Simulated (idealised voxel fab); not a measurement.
Title: Process Module voxel self aligned vias
The cross-section shown here is cut; it is 300 nm wide and divided into square cells measuring 5 nm on a side.
Reading order for cross-sections: top band down to bottom band. Underlying form: a grid of square cells. Band size: one or more rows of cells. Look at the band entry: it leads with the top's height and the bottom's height in nm. Then it lists the materials left to right, with a width in nm for each. The word "full width" on a single material says that material fills the band edge to edge. The word "empty" is empty space. Note: height 0 marks the level under which the wafer is uniformly one material as received. Lowest band unbounded below, written "z 0 and below". Top row gets the first number, bottom row gets the second, and each row in between changes by the same step: that is how a band width like "30..40" works. Any step labelled "nothing altered" changed none of the cells in the cross-section. Closed void catalog: empty space of 8 cells or more with no open way to the top, each as width x height at its distance from the left edge, in nm. Heads up: the bit after the settings on a step's line is the simulator's remark on that step. overlay nm: right-of-plan distance of the mask on a masked step; negative values mean left-of-plan.
# plan
1. op RECEIVE | material Si
2. op CONFORMAL_DEP | material SiO2 | thk nm 15
3. op CONFORMAL_DEP | material SiCN | thk nm 5
4. op DIRECTIONAL_DEP | material lowk | thk nm 30
5. op MASKED_ETCH | tone open | mask id LINES | width nm 20 | pitch nm 60 | etch materials lowk | depth nm 30 | overlay nm 0
6. op CONFORMAL_DEP | material TiN | thk nm 5
7. op FILL_DEP | material Ru | thk nm 10
8. op CMP | height nm 50
9. op SELECTIVE_ETCH | etch materials W Ru TiN | depth nm 5
10. op FILL_DEP | material SiN | thk nm 10
11. op CMP | height nm 50
12. op DIRECTIONAL_DEP | material lowk | thk nm 20
13. op MASKED_ETCH | tone open | mask id VIAS | width nm 30 | pitch nm 60 | etch materials lowk | depth nm 20 | overlay nm -15
14. op MASKED_ETCH | tone open | mask id VIAS | width nm 30 | pitch nm 60 | etch materials SiN | depth nm 5 | overlay nm 0
15. op CONFORMAL_DEP | material TiN | thk nm 5
16. op FILL_DEP | material Cu | thk nm 10
17. op CMP | height nm 70
18. op CONFORMAL_DEP | material SiN | thk nm 5
Be aware that, although all wafers share a common starting state, the overlay nm at step 13 differs among them, and the plan displays the first wafer's value.
# As-received state after step 1, first of several wafers, cross-section
  z 0 and below | Si full width
  Closed void catalog: none
# Cross-section of the first of several wafers, taken after step 18, where the module ends
  z 75 to 70 | SiN full width
  z 70 to 55 | lowk: 60; TiN: 5; Cu: 20; TiN: 5; lowk: 30; TiN: 5; Cu: 20; TiN: 5; lowk: 30; TiN: 5; Cu: 20; TiN: 5; lowk: 90
  z 55 to 50 | lowk: 60; TiN: 30; lowk: 30; TiN: 30; lowk: 30; TiN: 30; lowk: 90
  z 50 to 45 | lowk: 80; TiN: 10; SiN: 10; lowk: 40; TiN: 10; SiN: 10; lowk: 40; TiN: 10; SiN: 10; lowk: 80
  z 45 to 25 | lowk: 80; TiN: 5; Ru: 10; TiN: 5; lowk: 40; TiN: 5; Ru: 10; TiN: 5; lowk: 40; TiN: 5; Ru: 10; TiN: 5; lowk: 80
  z 25 to 20 | lowk: 80; TiN: 20; lowk: 40; TiN: 20; lowk: 40; TiN: 20; lowk: 80
  z 20 to 15 | SiCN full width
  z 15 to 0 | SiO2 full width
  z 0 and below | Si full width
  Closed void catalog: none
# Cross-section of the last wafer at end of module
  z 75 to 70 | SiN full width
  z 70 to 55 | lowk: 90; TiN: 5; Cu: 20; TiN: 5; lowk: 30; TiN: 5; Cu: 20; TiN: 5; lowk: 30; TiN: 5; Cu: 20; TiN: 5; lowk: 60
  z 55 to 50 | lowk: 90; TiN: 30; lowk: 30; TiN: 30; lowk: 30; TiN: 30; lowk: 60
  z 50 to 45 | lowk: 80; SiN: 10; TiN: 10; lowk: 40; SiN: 10; TiN: 10; lowk: 40; SiN: 10; TiN: 10; lowk: 80
  z 45 to 25 | lowk: 80; TiN: 5; Ru: 10; TiN: 5; lowk: 40; TiN: 5; Ru: 10; TiN: 5; lowk: 40; TiN: 5; Ru: 10; TiN: 5; lowk: 80
  z 25 to 20 | lowk: 80; TiN: 20; lowk: 40; TiN: 20; lowk: 40; TiN: 20; lowk: 80
  z 20 to 15 | SiCN full width
  z 15 to 0 | SiO2 full width
  z 0 and below | Si full width
  Closed void catalog: none
# Every row in this table is a wafer at the end of the module, and it gives, for each of the materials, the cells that wafer has gained (+) or lost (-) since it was received, then its closed voids
overlay nm -15, +36 Cu, +24 Ru, +60 SiCN, +66 SiN, +180 SiO2, +78 TiN, +456 lowk, Closed void catalog: none
overlay nm -10, +39 Cu, +24 Ru, +60 SiCN, +63 SiN, +180 SiO2, +78 TiN, +456 lowk, Closed void catalog: none
overlay nm -5, +42 Cu, +24 Ru, +60 SiCN, +60 SiN, +180 SiO2, +78 TiN, +456 lowk, Closed void catalog: none
overlay nm 0, +42 Cu, +24 Ru, +60 SiCN, +60 SiN, +180 SiO2, +78 TiN, +456 lowk, Closed void catalog: none
overlay nm 5, +42 Cu, +24 Ru, +60 SiCN, +60 SiN, +180 SiO2, +78 TiN, +456 lowk, Closed void catalog: none
overlay nm 10, +39 Cu, +24 Ru, +60 SiCN, +63 SiN, +180 SiO2, +78 TiN, +456 lowk, Closed void catalog: none
overlay nm 15, +36 Cu, +24 Ru, +60 SiCN, +66 SiN, +180 SiO2, +78 TiN, +456 lowk, Closed void catalog: none
